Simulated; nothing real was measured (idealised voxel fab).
process module | voxel self aligned contacts
cross-section cut | 200 nm wide | cells 5 nm
A cross-section is a grid of square cells, given in bands from the top down. A band is one or more rows of cells.
Each band's line starts with the height of the band's top and of its bottom, in nm. Then come its materials from left to right, each with its width in nm. One material with "throughout" fills the band from edge to edge. "air" is empty space.
Height 0 is the level under which the wafer as received is all one material. The lowest band goes on downwards, as in "0 down".
A width such as "30 to 40" changes by the same amount from each row of cells to the next, from the band's top row to its bottom row.
"no change" after a step means that no cell of the cross-section changed.
closed voids: empty space of 8 cells or more with no open way to the top, each as width x height at its distance from the left edge, in nm
after a step's settings: what the simulator itself notes on the step
overlay nm, on a step with a mask: how far to the right of its planned place the mask lay; to the left if negative
plan
1 op RECEIVE | material Si
2 op OXIDIZE | depth nm 5
3 op DIRECTIONAL_DEP | material polySi | thk nm 25
4 op DIRECTIONAL_DEP | material SiN | thk nm 20
5 op MASKED_ETCH | tone cover | mask id GATE | width nm 25 | pitch nm 70 | etch materials SiN | depth nm 20 | overlay nm 0
6 op MASKED_ETCH | tone cover | mask id GATE | width nm 25 | pitch nm 70 | etch materials polySi | depth nm 25 | overlay nm 0
7 op CONFORMAL_DEP | material SiN | thk nm 10
8 op DIRECTIONAL_ETCH | etch materials SiN | depth nm 10
9 op FILL_DEP | material SiO2 | thk nm 15
10 op CMP | height nm 55
11 op DIRECTIONAL_DEP | material aC | thk nm 10
12 op PATTERN | tone open | mask id CONTACT | material resist | width nm 55 | pitch nm 70 | thk nm 25 | overlay nm 0
13 op DIRECTIONAL_ETCH | etch materials aC | depth nm 10
14 op STRIP | etch materials resist
15 op DIRECTIONAL_ETCH | etch materials SiO2 | depth nm 60
16 op STRIP | etch materials aC
17 op CONFORMAL_DEP | material TiN | thk nm 5
18 op FILL_DEP | material W | thk nm 5
19 op CMP | height nm 55
20 op CONFORMAL_DEP | material SiCN | thk nm 5
as received, after step 1
  0 down: Si throughout
  closed voids: none
a wafer at the end: this start, this plan, one mistake
  60 to 55: SiCN throughout
  55 to 45: SiO2 35 | TiN 5 to 25 | W 45 to 10 | TiN 5 to 20 | SiO2 15 | TiN 5 to 25 | W 45 to 10 | TiN 5 to 20 | SiO2 40
  45 to 25: SiO2 5 | SiN 50 | TiN 5 | W 10 | TiN 5 | SiN 50 | TiN 5 | W 10 | TiN 5 | SiN 50 | SiO2 5
  25 to 0: SiO2 5 | SiN 10 | polySi 30 | SiN 10 | TiN 5 | W 10 | TiN 5 | SiN 10 | polySi 30 | SiN 10 | TiN 5 | W 10 | TiN 5 | SiN 10 | polySi 30 | SiN 10 | SiO2 5
  0 to -5: SiO2 55 | TiN 20 | SiO2 50 | TiN 20 | SiO2 55
  -5 down: Si throughout
  closed voids: none
what went wrong: step 5 ran as: op MASKED_ETCH | tone cover | mask id GATE | width nm 30 | pitch nm 70 | etch materials SiN | depth nm 20 | overlay nm 0
